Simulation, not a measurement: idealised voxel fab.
Proc. module: voxel ribs on slabs
Cross-sectional view cut (width: 250 nm; square cell size: 5 nm).
Cross-section = grid of square cells, listed top down in bands; band = one or more rows. For a band, the entry starts with two heights in nm, that of the top and then that of the bottom, and carries on with the band's materials in order from left to right, each alongside its width in nm; the word "all across" beside a single material means it fills the band edge to edge, and "empty" means empty space. The level at which height equals 0 is the one under which the wafer, as it arrives, is entirely one material. No lower edge exists for the bottom band, which continues downward and is notated as in "z 0 and below". Width "30 to 40": first value at the band's top row of cells, second value at its bottom row, equal change from row to row. Reading "no alterations made" for a step: not a cell of the cross-section changed in it. Enclosed voids (no open way to top), threshold 8 cells or more, entry "Closed void inventory", notation width x height at distance, distance from left edge, nm. If you see something after the settings on a step's line, that's the simulator's own remark about that step. When a step includes a mask, the "overlay nm" setting on its line states how far to the right of its planned place that mask lay, and negative values state how far to the left.
INTENDED PROCESS STEPS
1) RECEIVE | material Si
2) DIRECTIONAL_DEP | material SiO2 | thk nm 30
3) DIRECTIONAL_DEP | material SiN | thk nm 15
4) PATTERN | tone cover | mask id RIB | material resist | width nm 25 | thk nm 15 | overlay nm 0
5) DIRECTIONAL_ETCH | etch materials SiN | depth nm 5
6) STRIP | etch materials resist
7) MASKED_ETCH | tone cover | mask id SLAB | width nm 75 | etch materials SiN | depth nm 10 | overlay nm 0
8) FILL_DEP | material SiO2 | thk nm 25
9) CMP | height nm 60
10) DIRECTIONAL_DEP | material TiN | thk nm 10
11) DIRECTIONAL_DEP | material aC | thk nm 10
12) PATTERN | tone cover | mask id HEATER | material resist | width nm 35 | thk nm 30 | overlay nm 0
13) DIRECTIONAL_ETCH | etch materials aC | depth nm 10
14) STRIP | etch materials resist
15) DIRECTIONAL_ETCH | etch materials TiN | depth nm 10
16) STRIP | etch materials aC
17) CONFORMAL_DEP | material SiN | thk nm 5
CROSS-SECTION, INCOMING MATERIAL, AFTER STEP 1
z 0 and below = Si all across
Closed void inventory: none
FIRST WAFER AT THE END, AS PLANNED
z 75 to 70 = empty 100 / SiN 45 / empty 105
z 70 to 65 = empty 100 / SiN 5 / TiN 35 / SiN 5 / empty 105
z 65 to 60 = SiN 105 / TiN 35 / SiN 110
z 60 to 45 = SiO2 all across
z 45 to 40 = SiO2 110 / SiN 25 / SiO2 115
z 40 to 30 = SiO2 85 / SiN 75 / SiO2 90
z 30 to 0 = SiO2 all across
z 0 and below = Si all across
Closed void inventory: none
WHAT THE SECOND WAFER LOOKS LIKE IN CROSS-SECTION ONCE THE MODULE IS DONE. ITS START AND ITS PLAN MATCHED THE FIRST WAFER'S EXACTLY; WHAT DIFFERED WAS ONE MISTAKE IN HOW IT WAS RUN
z 75 to 70 = empty 100 / SiN 45 / empty 105
z 70 to 65 = empty 100 / SiN 5 / TiN 35 / SiN 5 / empty 105
z 65 to 60 = SiN 105 / TiN 35 / SiN 110
z 60 to 45 = SiO2 all across
z 45 to 40 = SiO2 85 / SiN 25 / SiO2 25 / SiN 25 / SiO2 90
z 40 to 35 = SiO2 85 / SiN 75 / SiO2 90
z 35 to 30 = SiN all across
z 30 to 0 = SiO2 all across
z 0 and below = Si all across
Closed void inventory: none
The mistake made against the process plan was this: step 4 was not run as planned; what actually ran was PATTERN | tone open | mask id RIB | material resist | width nm 25 | thk nm 15 | overlay nm 0
The second wafer ends with more or fewer cells of some materials than the first, per final count: SiN: 40 more; SiO2: 40 fewer
